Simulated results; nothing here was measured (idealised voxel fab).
process module | voxel wiring stack
cross-section cut | 205 nm wide | cells 5 nm
A cross-section is a grid of square cells, given in bands from the top down. A band is one or more rows of cells.
Each band's line starts with the height of the band's top and of its bottom, in nm. Then come its materials from left to right, each with its width in nm. One material with "throughout" fills the band from edge to edge. "air" is empty space.
Height 0 is the level under which the wafer as received is all one material. The lowest band goes on downwards, as in "0 down".
A width such as "30 to 40" changes by the same amount from each row of cells to the next, from the band's top row to its bottom row.
"no change" after a step means that no cell of the cross-section changed.
closed voids: empty space of 8 cells or more with no open way to the top, each as width x height at its distance from the left edge, in nm
after a step's settings: what the simulator itself notes on the step
overlay nm, on a step with a mask: how far to the right of its planned place the mask lay; to the left if negative
plan
1 op RECEIVE | material Si
2 op CONFORMAL_DEP | material SiO2 | thk nm 15
3 op DIRECTIONAL_DEP | material TiN | thk nm 5
4 op DIRECTIONAL_DEP | material W | thk nm 15
5 op MASKED_ETCH | tone cover | mask id METAL_1 | width nm 30 | pitch nm 60 | etch materials W | depth nm 15 | overlay nm 0
6 op MASKED_ETCH | tone cover | mask id METAL_1 | width nm 30 | pitch nm 60 | etch materials TiN | depth nm 5 | overlay nm 0
7 op CONFORMAL_DEP | material SiN | thk nm 5
8 op FILL_DEP | material lowk | thk nm 10
9 op CMP | height nm 35
10 op CONFORMAL_DEP | material SiCN | thk nm 5
11 op DIRECTIONAL_DEP | material SiO2 | thk nm 20
12 op DIRECTIONAL_DEP | material aC | thk nm 10
13 op PATTERN | tone open | mask id PLUG_1 | material resist | width nm 15 | pitch nm 60 | thk nm 25 | overlay nm 0
14 op DIRECTIONAL_ETCH | etch materials aC | depth nm 10
15 op STRIP | etch materials resist
16 op DIRECTIONAL_ETCH | etch materials SiO2 | depth nm 20
17 op DIRECTIONAL_ETCH | etch materials SiCN | depth nm 5
18 op STRIP | etch materials aC
19 op EPI | material Ru | thk nm 10
20 op EPI | material Ru | thk nm 10
21 op EPI | material Ru | thk nm 5
22 op DIRECTIONAL_DEP | material TiN | thk nm 5
23 op DIRECTIONAL_DEP | material Ru | thk nm 15
24 op PATTERN | tone cover | mask id METAL_2 | material resist | width nm 30 | pitch nm 60 | thk nm 20 | overlay nm 0
25 op DIRECTIONAL_ETCH | etch materials Ru | depth nm 15
26 op DIRECTIONAL_ETCH | etch materials TiN | depth nm 5
27 op STRIP | etch materials resist
28 op CONFORMAL_DEP | material SiCN | thk nm 5
29 op FILL_DEP | material lowk | thk nm 5
30 op CMP | height nm 80
31 op CONFORMAL_DEP | material SiCN | thk nm 5
as received, after step 1
  0 down: Si throughout
  closed voids: none
a wafer at the end: this start, this plan, one mistake
  85 to 80: SiCN throughout
  80 to 65: lowk 20 | SiCN 5 | Ru 30 | SiCN 5 | lowk 20 | SiCN 5 | Ru 30 | SiCN 5 | lowk 20 | SiCN 5 | Ru 30 | SiCN 5 | lowk 25
  65 to 60: lowk 20 | SiCN 5 | TiN 30 | SiCN 30 | TiN 30 | SiCN 30 | TiN 30 | SiCN 30
  60 to 40: lowk 20 | SiCN 5 | SiO2 15 | Ru 40 | SiCN 5 | SiO2 15 | Ru 40 | SiCN 5 | SiO2 15 | Ru 40 | SiCN 5
  40 to 35: SiCN 40 | Ru 40 | SiCN 20 | Ru 40 | SiCN 20 | Ru 40 | SiCN 5
  35 to 20: lowk 20 | SiN 5 | W 30 | SiN 5 | lowk 20 | SiN 5 | W 30 | SiN 5 | lowk 20 | SiN 5 | W 30 | SiN 5 | lowk 25
  20 to 15: SiN 25 | TiN 30 | SiN 30 | TiN 30 | SiN 30 | TiN 30 | SiN 30
  15 to 0: SiO2 throughout
  0 down: Si throughout
  closed voids: none
what went wrong: step 13 ran as: op PATTERN | tone cover | mask id PLUG_1 | material resist | width nm 15 | pitch nm 60 | thk nm 25 | overlay nm 0
